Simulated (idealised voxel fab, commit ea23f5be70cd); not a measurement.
process module | voxel capacitor over wiring
cross-section cut | 205 nm wide | cells 5 nm
A cross-section is a grid of square cells, given in bands from the top down. A band is one or more rows of cells.
Each band's line starts with the height of the band's top and of its bottom, in nm. Then come its materials from left to right, each with its width in nm. One material with "throughout" fills the band from edge to edge. "air" is empty space.
Height 0 is the level under which the wafer as received is all one material. The lowest band goes on downwards, as in "0 down".
A width such as "30 to 40" changes by the same amount from each row of cells to the next, from the band's top row to its bottom row.
"no change" after a step means that no cell of the cross-section changed.
closed voids: empty space of 8 cells or more with no open way to the top, each as width x height at its distance from the left edge, in nm
after a step's settings: what the simulator itself notes on the step
overlay nm, on a step with a mask: how far to the right of its planned place the mask lay; to the left if negative
plan
1 op RECEIVE | material Si
2 op CONFORMAL_DEP | material SiO2 | thk nm 15
3 op CONFORMAL_DEP | material SiCN | thk nm 5
4 op DIRECTIONAL_DEP | material lowk | thk nm 25
5 op PATTERN | tone open | mask id METAL_1 | material resist | width nm 30 | pitch nm 80 | thk nm 15 | overlay nm 0
6 op DIRECTIONAL_ETCH | etch materials lowk | depth nm 25
7 op DIRECTIONAL_ETCH | etch materials SiCN | depth nm 5
8 op STRIP | etch materials resist
9 op CONFORMAL_DEP | material TiN | thk nm 5
10 op FILL_DEP | material Cu | thk nm 10
11 op CMP | height nm 45
12 op CONFORMAL_DEP | material SiCN | thk nm 5
13 op DIRECTIONAL_DEP | material SiO2 | thk nm 15
14 op MASKED_ETCH | tone open | mask id PLUG_1 | width nm 15 | etch materials SiO2 | depth nm 15 | overlay nm 0
15 op MASKED_ETCH | tone open | mask id PLUG_1 | width nm 15 | etch materials SiCN | depth nm 5 | overlay nm 0
16 op EPI | material Ru | thk nm 10
17 op EPI | material Ru | thk nm 10
18 op DIRECTIONAL_DEP | material TiN | thk nm 5
19 op DIRECTIONAL_DEP | material SiN | thk nm 5
20 op DIRECTIONAL_DEP | material TiN | thk nm 10
21 op DIRECTIONAL_DEP | material aC | thk nm 10
22 op PATTERN | tone cover | mask id UPPER_PLATE | material resist | width nm 55 | thk nm 25 | overlay nm 0
23 op DIRECTIONAL_ETCH | etch materials aC | depth nm 10
24 op STRIP | etch materials resist
25 op DIRECTIONAL_ETCH | etch materials TiN | depth nm 10
26 op DIRECTIONAL_ETCH | etch materials SiN | depth nm 5
27 op STRIP | etch materials aC
28 op PATTERN | tone cover | mask id LOWER_PLATE | material resist | width nm 65 | thk nm 20 | overlay nm 0
29 op DIRECTIONAL_ETCH | etch materials TiN | depth nm 5
30 op STRIP | etch materials resist
31 op FILL_DEP | material SiO2 | thk nm 15
32 op CMP | height nm 95
33 op PATTERN | tone open | mask id PLUG_2 | material resist | width nm 15 | thk nm 15 | overlay nm 0
34 op DIRECTIONAL_ETCH | etch materials SiO2 | depth nm 10
35 op STRIP | etch materials resist
36 op CONFORMAL_DEP | material TiN | thk nm 5
37 op FILL_DEP | material Cu | thk nm 5
38 op CMP | height nm 95
39 op CONFORMAL_DEP | material SiN | thk nm 5
as received, after step 1
  0 down: Si throughout
  closed voids: none
a wafer at the end: this start, this plan, one mistake
  100 to 95: SiN throughout
  95 to 90: SiO2 70 | TiN 5 | Cu 5 | TiN 5 | SiO2 120
  90 to 85: SiO2 70 | TiN 15 | SiO2 120
  85 to 80: SiO2 throughout
  80 to 70: SiO2 60 | TiN 55 | SiO2 90
  70 to 65: SiO2 60 | SiN 55 | SiO2 90
  65 to 60: SiO2 55 | TiN 65 | SiO2 85
  60 to 45: SiO2 60 | Ru 15 | SiO2 130
  45 to 40: SiCN 60 | Ru 15 | SiCN 130
  40 to 20: lowk 45 | TiN 5 | Cu 20 | TiN 5 | lowk 50 | TiN 5 | Cu 20 | TiN 5 | lowk 50
  20 to 15: SiCN 45 | TiN 30 | SiCN 50 | TiN 30 | SiCN 50
  15 to 0: SiO2 throughout
  0 down: Si throughout
  closed voids: none
what went wrong: step 11 ran as: op CMP | height nm 40
